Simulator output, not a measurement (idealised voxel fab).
This section sets out a process module, namely voxel self aligned vias.
Cross-sectional view cut (width: 260 nm; square cell size: 5 nm).
In this document a cross-section is written as a grid of square cells. It is given as a series of bands, listed from the top down, and a band is one or more rows of cells. Read a band's entry like this: the first values are the height of its top and the height of its bottom in nm, and what follows is the sequence of materials from left to right, each with its width in nm. Note that "empty" is empty space, and that a single material marked "all across" reaches across the band from edge to edge. A quick word on heights: they are counted from 0, and under that level the wafer as it came to us is one material throughout. The lowest band is different from the rest in having no bottom; it simply continues downward, written as in "0 -> down". A width given as "30->40" starts at the first number in the band's top row and ends at the second number in its bottom row, shifting by an equal amount at every step from row to row. Reading "remains unaltered" for a step: not a cell of the cross-section changed in it. Look at "Closed-off voids" for the closed voids: empty spaces with no open path to the top, sized 8 cells or up. Each is width x height at distance, distance from the left edge, all nm. Past the settings on a step's line: simulator remark, on that step. overlay nm: where the mask lay relative to plan, measured to the right, on steps with a mask; negatives go left.

### Process steps - plan
step 1: RECEIVE, material Si
step 2: CONFORMAL_DEP, material SiO2, thk nm 10
step 3: CONFORMAL_DEP, material SiCN, thk nm 5
step 4: DIRECTIONAL_DEP, material lowk, thk nm 30
step 5: MASKED_ETCH, tone open, mask id LINES, width nm 25, pitch nm 60, etch materials lowk, depth nm 30, overlay nm 0
step 6: CONFORMAL_DEP, material TiN, thk nm 5
step 7: FILL_DEP, material Ru, thk nm 10
step 8: CMP, height nm 45
step 9: SELECTIVE_ETCH, etch materials W Ru TiN, depth nm 5
step 10: FILL_DEP, material SiN, thk nm 5
step 11: CMP, height nm 45
step 12: DIRECTIONAL_DEP, material lowk, thk nm 15
step 13: PATTERN, tone open, mask id VIAS, material resist, width nm 35, pitch nm 60, thk nm 15, overlay nm 0
step 14: DIRECTIONAL_ETCH, etch materials lowk, depth nm 15
step 15: DIRECTIONAL_ETCH, etch materials SiN, depth nm 5
step 16: STRIP, etch materials resist
step 17: CONFORMAL_DEP, material TiN, thk nm 5
step 18: FILL_DEP, material Cu, thk nm 10
step 19: CMP, height nm 60
step 20: CONFORMAL_DEP, material SiCN, thk nm 5

### Cross-sectional view of the wafer in its as-received condition, corresponding to the state after step 1
	0 -> down | Si all across
	Closed-off voids: none

### First of two wafers at the end of the module, shown in cross-section; run carried out as planned
	65 -> 60 | SiCN all across
	60 -> 50 | 50 of lowk  5 of TiN  25 of Cu  5 of TiN  25 of lowk  5 of TiN  25 of Cu  5 of TiN  25 of lowk  5 of TiN  25 of Cu  5 of TiN  55 of lowk
	50 -> 45 | 50 of lowk  10 of TiN  15 of Cu  10 of TiN  25 of lowk  10 of TiN  15 of Cu  10 of TiN  25 of lowk  10 of TiN  15 of Cu  10 of TiN  55 of lowk
	45 -> 40 | 55 of lowk  25 of TiN  35 of lowk  25 of TiN  35 of lowk  25 of TiN  60 of lowk
	40 -> 20 | 55 of lowk  5 of TiN  15 of Ru  5 of TiN  35 of lowk  5 of TiN  15 of Ru  5 of TiN  35 of lowk  5 of TiN  15 of Ru  5 of TiN  60 of lowk
	20 -> 15 | 55 of lowk  25 of TiN  35 of lowk  25 of TiN  35 of lowk  25 of TiN  60 of lowk
	15 -> 10 | SiCN all across
	10 -> 0 | SiO2 all across
	0 -> down | Si all across
	Closed-off voids: none

### Here's the second of our two wafers sectioned at module end. Same start as the first, same plan, but one mistake got made running it
	65 -> 60 | SiCN all across
	60 -> 50 | 50 of lowk  5 of TiN  25 of Cu  5 of TiN  25 of lowk  5 of TiN  25 of Cu  5 of TiN  25 of lowk  5 of TiN  25 of Cu  5 of TiN  55 of lowk
	50 -> 45 | 50 of lowk  10 of TiN  15 of Cu  10 of TiN  25 of lowk  10 of TiN  15 of Cu  10 of TiN  25 of lowk  10 of TiN  15 of Cu  10 of TiN  55 of lowk
	45 -> 40 | 55 of lowk  25 of TiN  35 of lowk  25 of TiN  35 of lowk  25 of TiN  60 of lowk
	40 -> 20 | 55 of lowk  5 of TiN  15 of Ru  5 of TiN  35 of lowk  5 of TiN  15 of Ru  5 of TiN  35 of lowk  5 of TiN  15 of Ru  5 of TiN  60 of lowk
	20 -> 15 | 55 of lowk  25 of TiN  35 of lowk  25 of TiN  35 of lowk  25 of TiN  60 of lowk
	15 -> 10 | SiCN all across
	10 -> 0 | TiN all across
	0 -> down | Si all across
	Closed-off voids: none
Short version of what went wrong: step 2 went in with a setting other than planned; the actual run was CONFORMAL_DEP, material TiN, thk nm 10
Counted in cells at the end, the second wafer holds more or fewer of these materials than the first: 104 fewer of SiO2 | 104 more of TiN
